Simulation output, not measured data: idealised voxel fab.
Presented below is a process module, voxel plated lines.
For reference, the cross-section in this document is cut, with width 225 nm and square cells of 5 nm.
The cross-sections in this document take the form of a grid made of square cells. They are written out as bands, in order from top to bottom. Each band consists of one or more rows of cells.
Band: top and bottom heights (nm) first, top before bottom; then materials from left to right, widths in nm. "throughout" marks a sole material filling the band edge to edge. "empty" denotes empty space.
Heights are measured from 0, the level below which the as-received wafer is all one material; the lowest band has no bottom and continues downward, written as in "0 -> down".
Width "30->40": first value at the band's top row of cells, second value at its bottom row, equal change from row to row.
"nothing got changed", as given for a step, is the statement that not any cell of the cross-section underwent a change during that step.
The entry titled "Voids, enclosed" provides the empty spaces that have no open way to the top, restricted to those of 8 cells or more. Each is presented as width x height at distance, the distance being measured from the left edge, with all three in nm.
Note: text after step settings on the step line = simulator remark on that step.
On any step carrying a mask, the "overlay nm" setting, if present on the step's line, tells how far right of its planned place the mask lay; negative values point to the left.
plan:
1) op RECEIVE | material Si
2) op CONFORMAL_DEP | material SiN | thk nm 10
3) op DIRECTIONAL_DEP | material TiN | thk nm 5
4) op PATTERN | tone open | mask id LINES | material resist | width nm 30 | pitch nm 45 | thk nm 40 | overlay nm 0
5) op EPI | material Ru | thk nm 5
6) op EPI | material Ru | thk nm 10
7) op EPI | material Ru | thk nm 5
8) op STRIP | etch materials resist
9) op DIRECTIONAL_ETCH | etch materials TiN | depth nm 5
10) op CONFORMAL_DEP | material SiO2 | thk nm 10
Concerning the first of two wafers, which was run in accordance with the plan:
Cross-section of the incoming wafer, state after step 1:
0 -> down: Si throughout
Voids, enclosed: none
Take a look at the wafer's cross-section after step 2:
10 -> 0: SiN throughout
Below 0, no change.
Take a look at the wafer's cross-section after step 3:
15 -> 10: TiN throughout
Below 10, no change.
Take a look at the wafer's cross-section after step 4:
55 -> 15: resist (75); empty (30); resist (15); empty (30); resist (75)
Below 15, no change.
Take a look at the wafer's cross-section after step 5:
55 -> 20: resist (75); empty (30); resist (15); empty (30); resist (75)
20 -> 15: resist (75); Ru (30); resist (15); Ru (30); resist (75)
Below 15, no change.
Take a look at the wafer's cross-section after step 6:
55 -> 30: resist (75); empty (30); resist (15); empty (30); resist (75)
30 -> 15: resist (75); Ru (30); resist (15); Ru (30); resist (75)
Below 15, no change.
Take a look at the wafer's cross-section after step 7:
55 -> 35: resist (75); empty (30); resist (15); empty (30); resist (75)
35 -> 15: resist (75); Ru (30); resist (15); Ru (30); resist (75)
Below 15, no change.
Take a look at the wafer's cross-section after step 8:
35 -> 15: empty (75); Ru (30); empty (15); Ru (30); empty (75)
Below 15, no change.
Take a look at the wafer's cross-section after step 9:
35 -> 15: empty (75); Ru (30); empty (15); Ru (30); empty (75)
15 -> 10: empty (75); TiN (30); empty (15); TiN (30); empty (75)
Below 10, no change.
Take a look at the wafer's cross-section after step 10:
45 -> 35: empty (65); SiO2 (95); empty (65)
35 -> 20: empty (65); SiO2 (10); Ru (30); SiO2 (15); Ru (30); SiO2 (10); empty (65)
20 -> 15: SiO2 (75); Ru (30); SiO2 (15); Ru (30); SiO2 (75)
15 -> 10: SiO2 (75); TiN (30); SiO2 (15); TiN (30); SiO2 (75)
Below 10, no change.
Wafer two of the pair: same origin, same plan, one error during the run; identical to wafer one up to and including step 2:
The second wafer cut through, at the time step 3 was supposed to be finished:
15 -> 10: SiO2 throughout
Below 10, no change.
The second wafer cut through, at the time step 4 was supposed to be finished:
55 -> 15: resist (75); empty (30); resist (15); empty (30); resist (75)
Below 15, no change.
The second wafer cut through, at the time step 5 was supposed to be finished: nothing got changed
The second wafer cut through, at the time step 6 was supposed to be finished: nothing got changed
The second wafer cut through, at the time step 7 was supposed to be finished: nothing got changed
The second wafer cut through, at the time step 8 was supposed to be finished:
15 -> 10: SiO2 throughout
Below 10, no change.
The second wafer cut through, at the time step 9 was supposed to be finished: nothing got changed
The second wafer cut through, at the time step 10 was supposed to be finished:
25 -> 10: SiO2 throughout
Below 10, no change.
Want to know what went wrong? step 3 did not use the planned setting and instead ran as op DIRECTIONAL_DEP | material SiO2 | thk nm 5
Materials where the second wafer ends with more or fewer cells than the first: Ru: 48 fewer; SiO2: 10 more; TiN: 12 fewer
